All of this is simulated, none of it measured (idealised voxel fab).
Process module name: voxel gate over fins
cross-section cut | 295 nm wide | cells 5 nm
How to read a cross-section here: the picture is a grid of square cells, written as bands going from the top down, and any band can span one or more rows of cells. Band: top and bottom heights (nm) first, top before bottom; then materials from left to right, widths in nm. "everywhere" marks a sole material filling the band edge to edge. "air" denotes empty space. A quick word on heights: they are counted from 0, and under that level the wafer as it came to us is one material throughout. The lowest band is different from the rest in having no bottom; it simply continues downward, written as in "0 -> down". The width entry "30->40" should be interpreted row by row: the top row of cells in the band takes the first number, the bottom row takes the second number, and the change between adjacent rows is uniform throughout. Take "no modifications" at face value: in the step it is given for, the cross-section changed in none of its cells. Entry "Enclosed void list". Content: empty spaces with no open connection to the top, size 8 cells or greater. Each: width x height at distance. Distance: from left edge. Unit: nm. Post-settings text on a step line: simulator's own remark regarding the step. Regarding "overlay nm": on a step with a mask, it is the distance the mask lay to the right of its planned place; a negative value places it to the left.

Steps planned for the process:
1) RECEIVE with material Si
2) CONFORMAL_DEP with material SiN, thk nm 5
3) MASKED_ETCH with tone cover, mask id FINS, width nm 15, pitch nm 40, etch materials SiN, depth nm 5, overlay nm 0
4) MASKED_ETCH with tone cover, mask id FINS, width nm 15, pitch nm 40, etch materials Si, depth nm 35, overlay nm 0
5) OXIDIZE with depth nm 5
6) FILL_DEP with material SiO2, thk nm 15
7) CMP with height nm 5
8) SELECTIVE_ETCH with etch materials SiO2, depth nm 15
9) STRIP with etch materials SiN
10) CONFORMAL_DEP with material HfO2, thk nm 5
11) CONFORMAL_DEP with material TiN, thk nm 5
12) CONFORMAL_DEP with material TiAl, thk nm 5
13) CONFORMAL_DEP with material TiN, thk nm 5
14) FILL_DEP with material W, thk nm 15
15) CMP with height nm 30
16) CONFORMAL_DEP with material SiN, thk nm 10

Wafer, first of two, run as planned:

Cross-section: wafer on arrival = after step 1:
    0 -> down | Si everywhere
    Enclosed void list: none

So this is the wafer cross-section right after step 2:
    5 -> 0 | SiN everywhere
    Below 0, no change.

So this is the wafer cross-section right after step 3:
    5 -> 0 | air=120, SiN=15, air=25, SiN=15, air=120
    Below 0, no change.

So this is the wafer cross-section right after step 4:
    5 -> 0 | air=120, SiN=15, air=25, SiN=15, air=120
    0 -> -35 | air=120, Si=15, air=25, Si=15, air=120
    Below -35, no change.

So this is the wafer cross-section right after step 5:
    5 -> 0 | air=120, SiN=15, air=25, SiN=15, air=120
    0 -> -35 | air=120, SiO2=5, Si=5, SiO2=5, air=25, SiO2=5, Si=5, SiO2=5, air=120
    -35 -> -40 | SiO2=125, Si=5, SiO2=35, Si=5, SiO2=125
    Below -40, no change.

So this is the wafer cross-section right after step 6:
    20 -> 5 | SiO2 everywhere
    5 -> 0 | SiO2=120, SiN=15, SiO2=25, SiN=15, SiO2=120
    0 -> -40 | SiO2=125, Si=5, SiO2=35, Si=5, SiO2=125
    Below -40, no change.

So this is the wafer cross-section right after step 7:
    5 -> 0 | SiO2=120, SiN=15, SiO2=25, SiN=15, SiO2=120
    Below 0, no change.

So this is the wafer cross-section right after step 8:
    5 -> 0 | air=120, SiN=15, air=25, SiN=15, air=120
    0 -> -10 | air=125, Si=5, air=35, Si=5, air=125
    Below -10, no change.

So this is the wafer cross-section right after step 9:
    0 -> -10 | air=125, Si=5, air=35, Si=5, air=125
    Below -10, no change.

So this is the wafer cross-section right after step 10:
    5 -> 0 | air=120, HfO2=15, air=25, HfO2=15, air=120
    0 -> -5 | air=120, HfO2=5, Si=5, HfO2=5, air=25, HfO2=5, Si=5, HfO2=5, air=120
    -5 -> -10 | HfO2=125, Si=5, HfO2=35, Si=5, HfO2=125
    Below -10, no change.

So this is the wafer cross-section right after step 11:
    10 -> 5 | air=115, TiN=25, air=15, TiN=25, air=115
    5 -> 0 | air=115, TiN=5, HfO2=15, TiN=5, air=15, TiN=5, HfO2=15, TiN=5, air=115
    0 -> -5 | TiN=120, HfO2=5, Si=5, HfO2=5, TiN=25, HfO2=5, Si=5, HfO2=5, TiN=120
    Below -5, no change.

So this is the wafer cross-section right after step 12:
    15 -> 10 | air=110, TiAl=35, air=5, TiAl=35, air=110
    10 -> 5 | air=110, TiAl=5, TiN=25, TiAl=5, air=5, TiAl=5, TiN=25, TiAl=5, air=110
    5 -> 0 | TiAl=115, TiN=5, HfO2=15, TiN=5, TiAl=15, TiN=5, HfO2=15, TiN=5, TiAl=115
    Below 0, no change.

So this is the wafer cross-section right after step 13:
    20 -> 15 | air=105, TiN=85, air=105
    15 -> 10 | air=105, TiN=5, TiAl=35, TiN=5, TiAl=35, TiN=5, air=105
    10 -> 5 | TiN=110, TiAl=5, TiN=25, TiAl=5, TiN=5, TiAl=5, TiN=25, TiAl=5, TiN=110
    Below 5, no change.

So this is the wafer cross-section right after step 14:
    35 -> 20 | W everywhere
    20 -> 15 | W=105, TiN=85, W=105
    15 -> 10 | W=105, TiN=5, TiAl=35, TiN=5, TiAl=35, TiN=5, W=105
    Below 10, no change.

So this is the wafer cross-section right after step 15:
    30 -> 20 | W everywhere
    Below 20, no change.

So this is the wafer cross-section right after step 16:
    40 -> 30 | SiN everywhere
    Below 30, no change.

The second wafer began exactly as the first did and followed the same plan, but one mistake was made while running it; through step 9 inclusive, the two wafers are identical:

When step 10 should have ended:
    5 -> 0 | air=120, SiO2=15, air=25, SiO2=15, air=120
    0 -> -5 | air=120, SiO2=5, Si=5, SiO2=5, air=25, SiO2=5, Si=5, SiO2=5, air=120
    -5 -> -40 | SiO2=125, Si=5, SiO2=35, Si=5, SiO2=125
    Below -40, no change.

When step 11 should have ended:
    10 -> 5 | air=115, TiN=25, air=15, TiN=25, air=115
    5 -> 0 | air=115, TiN=5, SiO2=15, TiN=5, air=15, TiN=5, SiO2=15, TiN=5, air=115
    0 -> -5 | TiN=120, SiO2=5, Si=5, SiO2=5, TiN=25, SiO2=5, Si=5, SiO2=5, TiN=120
    Below -5, no change.

When step 12 should have ended:
    15 -> 10 | air=110, TiAl=35, air=5, TiAl=35, air=110
    10 -> 5 | air=110, TiAl=5, TiN=25, TiAl=5, air=5, TiAl=5, TiN=25, TiAl=5, air=110
    5 -> 0 | TiAl=115, TiN=5, SiO2=15, TiN=5, TiAl=15, TiN=5, SiO2=15, TiN=5, TiAl=115
    Below 0, no change.

When step 13 should have ended:
    20 -> 15 | air=105, TiN=85, air=105
    15 -> 10 | air=105, TiN=5, TiAl=35, TiN=5, TiAl=35, TiN=5, air=105
    10 -> 5 | TiN=110, TiAl=5, TiN=25, TiAl=5, TiN=5, TiAl=5, TiN=25, TiAl=5, TiN=110
    Below 5, no change.

When step 14 should have ended:
    35 -> 20 | W everywhere
    20 -> 15 | W=105, TiN=85, W=105
    15 -> 10 | W=105, TiN=5, TiAl=35, TiN=5, TiAl=35, TiN=5, W=105
    Below 10, no change.

When step 15 should have ended:
    30 -> 20 | W everywhere
    Below 20, no change.

When step 16 should have ended:
    40 -> 30 | SiN everywhere
    Below 30, no change.
Against the plan, the run slipped here: rather than as planned, step 10 actually ran as CONFORMAL_DEP with material SiO2, thk nm 5
It is noted that, at the conclusion of processing, the second wafer exhibits a higher or lower cell count for certain materials relative to the first: HfO2: 67 fewer; SiO2: 67 more
